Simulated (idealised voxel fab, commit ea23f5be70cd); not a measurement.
process module | voxel capacitor over wiring
Pictured: cross-section cut, 245 nm wide, on a grid of 5 nm square cells.
This document writes a cross-section as a grid whose cells are square, and gives it as bands, listed from the top down; one or more rows of cells form a band.
Read a band's entry like this: the first values are the height of its top and the height of its bottom in nm, and what follows is the sequence of materials from left to right, each with its width in nm. Note that "empty" is empty space, and that a single material marked "full width" reaches across the band from edge to edge.
Height reference: 0 = level under which incoming wafer is all one material. Lowest band: no bottom, runs on downward, e.g. "0 down".
So if you see something like "30->40" for the width, read it as the top row of the band sitting at the first number and the bottom row at the second, with every row in between moving by the same amount as the last.
Reading "nothing altered" for a step: not a cell of the cross-section changed in it.
The entry "Sealed-off cavities" lists the empty spaces that cover at least 8 cells and have no open path to the top. Each is written as width x height at distance, where the distance is measured from the left edge and all three values are in nm.
What comes after the settings on a step's line is commentary from the simulator itself on that step.
overlay nm: step with mask; distance mask lay right of planned place; negative value = left of planned place.
[These are the steps we planned for the process]
1,RECEIVE, material Si
2,CONFORMAL_DEP, material SiO2, thk nm 15
3,DIRECTIONAL_DEP, material TiN, thk nm 5
4,DIRECTIONAL_DEP, material Ru, thk nm 15
5,DIRECTIONAL_DEP, material aC, thk nm 10
6,PATTERN, tone cover, mask id METAL_1, material resist, width nm 25, pitch nm 85, thk nm 30, overlay nm 0
7,DIRECTIONAL_ETCH, etch materials aC, depth nm 10
8,STRIP, etch materials resist
9,DIRECTIONAL_ETCH, etch materials Ru, depth nm 15
10,DIRECTIONAL_ETCH, etch materials TiN, depth nm 5
11,STRIP, etch materials aC
12,FILL_DEP, material SiO2, thk nm 5
13,CMP, height nm 35
14,CONFORMAL_DEP, material SiCN, thk nm 5
15,DIRECTIONAL_DEP, material SiO2, thk nm 20
16,PATTERN, tone open, mask id PLUG_1, material resist, width nm 15, thk nm 20, overlay nm 0
17,DIRECTIONAL_ETCH, etch materials SiO2, depth nm 20
18,DIRECTIONAL_ETCH, etch materials SiCN, depth nm 5
19,STRIP, etch materials resist
20,CONFORMAL_DEP, material TiN, thk nm 5
21,FILL_DEP, material Ru, thk nm 5
22,CMP, height nm 60
23,DIRECTIONAL_DEP, material TiN, thk nm 5
24,DIRECTIONAL_DEP, material SiN, thk nm 5
25,DIRECTIONAL_DEP, material TiN, thk nm 5
26,PATTERN, tone cover, mask id UPPER_PLATE, material resist, width nm 65, thk nm 15, overlay nm -15
27,DIRECTIONAL_ETCH, etch materials TiN, depth nm 5
28,DIRECTIONAL_ETCH, etch materials SiN, depth nm 5
29,STRIP, etch materials resist
30,MASKED_ETCH, tone cover, mask id LOWER_PLATE, width nm 75, etch materials TiN, depth nm 5, overlay nm 0
31,FILL_DEP, material SiO2, thk nm 20
32,CMP, height nm 90
33,MASKED_ETCH, tone open, mask id PLUG_2, width nm 15, etch materials SiO2, depth nm 15, overlay nm 0
34,CONFORMAL_DEP, material TiN, thk nm 5
35,FILL_DEP, material Cu, thk nm 5
36,CMP, height nm 90
37,CONFORMAL_DEP, material SiN, thk nm 5
Where the wafers of this document differ is in the overlay nm of step 26; they start out the same, and the plan states the value that applied to the first wafer.
[The first of several wafers, as received after step 1, seen in section]
> 0 down | Si full width
> Sealed-off cavities: none
[first wafer at the end, after step 37]
> 95 to 90 | SiN full width
> 90 to 80 | 85 SiO2 / 5 TiN / 5 Cu / 5 TiN / 145 SiO2
> 80 to 70 | 85->70 SiO2 / 15->55 TiN / 145->120 SiO2
> 70 to 65 | 60 SiO2 / 65 SiN / 120 SiO2
> 65 to 60 | 60 SiO2 / 85 TiN / 100 SiO2
> 60 to 40 | 75 SiO2 / 5 TiN / 5 Ru / 5 TiN / 155 SiO2
> 40 to 35 | 75 SiCN / 15 TiN / 155 SiCN
> 35 to 20 | 65 SiO2 / 25 Ru / 60 SiO2 / 25 Ru / 70 SiO2
> 20 to 15 | 65 SiO2 / 25 TiN / 60 SiO2 / 25 TiN / 70 SiO2
> 15 to 0 | SiO2 full width
> 0 down | Si full width
> Sealed-off cavities: none
[Here we cross-sectioned the last of the wafers once the module was done]
> 95 to 90 | SiN full width
> 90 to 80 | 85 SiO2 / 5 TiN / 5 Cu / 5 TiN / 145 SiO2
> 80 to 70 | 85->90 SiO2 / 15->55 TiN / 145->100 SiO2
> 70 to 65 | 90 SiO2 / 65 SiN / 90 SiO2
> 65 to 60 | 70 SiO2 / 85 TiN / 90 SiO2
> 60 to 40 | 75 SiO2 / 5 TiN / 5 Ru / 5 TiN / 155 SiO2
> 40 to 35 | 75 SiCN / 15 TiN / 155 SiCN
> 35 to 20 | 65 SiO2 / 25 Ru / 60 SiO2 / 25 Ru / 70 SiO2
> 20 to 15 | 65 SiO2 / 25 TiN / 60 SiO2 / 25 TiN / 70 SiO2
> 15 to 0 | SiO2 full width
> 0 down | Si full width
> Sealed-off cavities: none
[Below, a row for every wafer. Read it as the end-of-module picture: for each material the wafer shows its cells gained (+) or lost (-) since it was received, and then its closed voids]
overlay nm -15; +2 Cu; +34 Ru; +46 SiCN; +62 SiN; +731 SiO2; +56 TiN; Sealed-off cavities: none
overlay nm -10; +2 Cu; +34 Ru; +46 SiCN; +62 SiN; +731 SiO2; +56 TiN; Sealed-off cavities: none
overlay nm -5; +2 Cu; +34 Ru; +46 SiCN; +62 SiN; +731 SiO2; +56 TiN; Sealed-off cavities: none
overlay nm 0; +2 Cu; +34 Ru; +46 SiCN; +62 SiN; +731 SiO2; +56 TiN; Sealed-off cavities: none
overlay nm 5; +2 Cu; +34 Ru; +46 SiCN; +62 SiN; +731 SiO2; +56 TiN; Sealed-off cavities: none
overlay nm 10; +2 Cu; +34 Ru; +46 SiCN; +62 SiN; +731 SiO2; +56 TiN; Sealed-off cavities: none
overlay nm 15; +2 Cu; +34 Ru; +46 SiCN; +62 SiN; +731 SiO2; +56 TiN; Sealed-off cavities: none
